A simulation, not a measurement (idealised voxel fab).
process module | voxel spacer lines
cross-section cut | 225 nm wide | cells 5 nm
A cross-section is a grid of square cells, given in bands from the top down. A band is one or more rows of cells.
Each band's line starts with the height of the band's top and of its bottom, in nm. Then come its materials from left to right, each with its width in nm. One material with "throughout" fills the band from edge to edge. "air" is empty space.
Height 0 is the level under which the wafer as received is all one material. The lowest band goes on downwards, as in "0 down".
A width such as "30 to 40" changes by the same amount from each row of cells to the next, from the band's top row to its bottom row.
"no change" after a step means that no cell of the cross-section changed.
closed voids: empty space of 8 cells or more with no open way to the top, each as width x height at its distance from the left edge, in nm
after a step's settings: what the simulator itself notes on the step
overlay nm, on a step with a mask: how far to the right of its planned place the mask lay; to the left if negative
plan
1 op RECEIVE | material Si
2 op CONFORMAL_DEP | material Al2O3 | thk nm 5
3 op DIRECTIONAL_DEP | material SiN | thk nm 10
4 op DIRECTIONAL_DEP | material polySi | thk nm 25
5 op PATTERN | tone cover | mask id MANDREL | material resist | width nm 25 | pitch nm 80 | thk nm 30 | overlay nm 0
6 op DIRECTIONAL_ETCH | etch materials polySi | depth nm 25
7 op STRIP | etch materials resist
8 op CONFORMAL_DEP | material SiO2 | thk nm 15
9 op DIRECTIONAL_ETCH | etch materials SiO2 | depth nm 15
10 op STRIP | etch materials polySi
11 op DIRECTIONAL_ETCH | etch materials SiN | depth nm 10
12 op STRIP | etch materials SiO2
13 op FILL_DEP | material SiO2 | thk nm 5
14 op CMP | height nm 15
first wafer, as planned
as received, after step 1
  0 down: Si throughout
  closed voids: none
after step 2
  5 to 0: Al2O3 throughout
  below 0: unchanged
after step 3
  15 to 5: SiN throughout
  below 5: unchanged
after step 4
  40 to 15: polySi throughout
  below 15: unchanged
after step 5
  70 to 40: air 60 | resist 25 | air 55 | resist 25 | air 60
  below 40: unchanged
after step 6
  70 to 40: air 60 | resist 25 | air 55 | resist 25 | air 60
  40 to 15: air 60 | polySi 25 | air 55 | polySi 25 | air 60
  below 15: unchanged
after step 7
  40 to 15: air 60 | polySi 25 | air 55 | polySi 25 | air 60
  below 15: unchanged
after step 8
  55 to 40: air 45 | SiO2 55 | air 25 | SiO2 55 | air 45
  40 to 30: air 45 | SiO2 15 | polySi 25 | SiO2 15 | air 25 | SiO2 15 | polySi 25 | SiO2 15 | air 45
  30 to 15: SiO2 60 | polySi 25 | SiO2 55 | polySi 25 | SiO2 60
  below 15: unchanged
after step 9
  40 to 15: air 45 | SiO2 15 | polySi 25 | SiO2 15 | air 25 | SiO2 15 | polySi 25 | SiO2 15 | air 45
  below 15: unchanged
after step 10
  40 to 15: air 45 | SiO2 15 | air 25 | SiO2 15 | air 25 | SiO2 15 | air 25 | SiO2 15 | air 45
  below 15: unchanged
after step 11
  40 to 15: air 45 | SiO2 15 | air 25 | SiO2 15 | air 25 | SiO2 15 | air 25 | SiO2 15 | air 45
  15 to 5: air 45 | SiN 15 | air 25 | SiN 15 | air 25 | SiN 15 | air 25 | SiN 15 | air 45
  below 5: unchanged
after step 12
  15 to 5: air 45 | SiN 15 | air 25 | SiN 15 | air 25 | SiN 15 | air 25 | SiN 15 | air 45
  below 5: unchanged
after step 13
  20 to 15: SiO2 throughout
  15 to 5: SiO2 45 | SiN 15 | SiO2 25 | SiN 15 | SiO2 25 | SiN 15 | SiO2 25 | SiN 15 | SiO2 45
  below 5: unchanged
after step 14
  15 to 5: SiO2 45 | SiN 15 | SiO2 25 | SiN 15 | SiO2 25 | SiN 15 | SiO2 25 | SiN 15 | SiO2 45
  below 5: unchanged
second wafer: like start, like plan, one mistake. Through step 4 it matches the first wafer
when step 5 should have ended
  70 to 40: air 50 | resist 25 | air 55 | resist 25 | air 70
  below 40: unchanged
when step 6 should have ended
  70 to 40: air 50 | resist 25 | air 55 | resist 25 | air 70
  40 to 15: air 50 | polySi 25 | air 55 | polySi 25 | air 70
  below 15: unchanged
when step 7 should have ended
  40 to 15: air 50 | polySi 25 | air 55 | polySi 25 | air 70
  below 15: unchanged
when step 8 should have ended
  55 to 40: air 35 | SiO2 55 | air 25 | SiO2 55 | air 55
  40 to 30: air 35 | SiO2 15 | polySi 25 | SiO2 15 | air 25 | SiO2 15 | polySi 25 | SiO2 15 | air 55
  30 to 15: SiO2 50 | polySi 25 | SiO2 55 | polySi 25 | SiO2 70
  below 15: unchanged
when step 9 should have ended
  40 to 15: air 35 | SiO2 15 | polySi 25 | SiO2 15 | air 25 | SiO2 15 | polySi 25 | SiO2 15 | air 55
  below 15: unchanged
when step 10 should have ended
  40 to 15: air 35 | SiO2 15 | air 25 | SiO2 15 | air 25 | SiO2 15 | air 25 | SiO2 15 | air 55
  below 15: unchanged
when step 11 should have ended
  40 to 15: air 35 | SiO2 15 | air 25 | SiO2 15 | air 25 | SiO2 15 | air 25 | SiO2 15 | air 55
  15 to 5: air 35 | SiN 15 | air 25 | SiN 15 | air 25 | SiN 15 | air 25 | SiN 15 | air 55
  below 5: unchanged
when step 12 should have ended
  15 to 5: air 35 | SiN 15 | air 25 | SiN 15 | air 25 | SiN 15 | air 25 | SiN 15 | air 55
  below 5: unchanged
when step 13 should have ended
  20 to 15: SiO2 throughout
  15 to 5: SiO2 35 | SiN 15 | SiO2 25 | SiN 15 | SiO2 25 | SiN 15 | SiO2 25 | SiN 15 | SiO2 55
  below 5: unchanged
when step 14 should have ended
  15 to 5: SiO2 35 | SiN 15 | SiO2 25 | SiN 15 | SiO2 25 | SiN 15 | SiO2 25 | SiN 15 | SiO2 55
  below 5: unchanged
what went wrong: step 5 ran as: op PATTERN | tone cover | mask id MANDREL | material resist | width nm 25 | pitch nm 80 | thk nm 30 | overlay nm -10
at the end the second wafer has, in cells: as many of each material as the first, in other places
